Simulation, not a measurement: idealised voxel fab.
process module | voxel self aligned contacts
cross-section cut | 295 nm wide | cells 5 nm
A cross-section is a grid of square cells, given in bands from the top down. A band is one or more rows of cells.
Each band's line starts with the height of the band's top and of its bottom, in nm. Then come its materials from left to right, each with its width in nm. One material with "throughout" fills the band from edge to edge. "air" is empty space.
Height 0 is the level under which the wafer as received is all one material. The lowest band goes on downwards, as in "0 down".
A width such as "30 to 40" changes by the same amount from each row of cells to the next, from the band's top row to its bottom row.
"no change" after a step means that no cell of the cross-section changed.
closed voids: empty space of 8 cells or more with no open way to the top, each as width x height at its distance from the left edge, in nm
after a step's settings: what the simulator itself notes on the step
overlay nm, on a step with a mask: how far to the right of its planned place the mask lay; to the left if negative
plan
1 op RECEIVE | material Si
2 op CONFORMAL_DEP | material SiO2 | thk nm 5
3 op DIRECTIONAL_DEP | material polySi | thk nm 25
4 op DIRECTIONAL_DEP | material SiN | thk nm 20
5 op PATTERN | tone cover | mask id GATE | material resist | width nm 30 | pitch nm 75 | thk nm 15 | overlay nm 0
6 op DIRECTIONAL_ETCH | etch materials SiN | depth nm 20
7 op DIRECTIONAL_ETCH | etch materials polySi | depth nm 25
8 op STRIP | etch materials resist
9 op CONFORMAL_DEP | material SiN | thk nm 10
10 op DIRECTIONAL_ETCH | etch materials SiN | depth nm 10
11 op FILL_DEP | material SiO2 | thk nm 15
12 op CMP | height nm 55
13 op MASKED_ETCH | tone open | mask id CONTACT | width nm 55 | etch materials SiO2 | depth nm 55 | overlay nm 0
14 op CONFORMAL_DEP | material TiN | thk nm 5
15 op FILL_DEP | material Ru | thk nm 5
16 op CMP | height nm 55
17 op CONFORMAL_DEP | material SiN | thk nm 5
as received, after step 1
  0 down: Si throughout
  closed voids: none
a wafer at the end: this start, this plan, one mistake
  60 to 55: SiN throughout
  55 to 50: SiO2 120 | TiN 20 | Ru 15 | TiN 20 | SiO2 120
  50 to 30: SiO2 85 | SiN 50 | TiN 5 | Ru 15 | TiN 5 | SiN 50 | SiO2 85
  30 to 20: SiO2 85 | SiN 10 | polySi 30 | SiN 10 | TiN 5 | Ru 15 | TiN 5 | SiN 10 | polySi 30 | SiN 10 | SiO2 85
  20 to 15: SiO2 85 | SiN 10 | polySi 30 | SiN 10 | TiN 25 | SiN 10 | polySi 30 | SiN 10 | SiO2 85
  15 to 5: SiN 95 | polySi 30 | SiN 45 | polySi 30 | SiN 95
  5 to 0: SiO2 throughout
  0 down: Si throughout
  closed voids: none
what went wrong: steps 9 and 10 were swapped
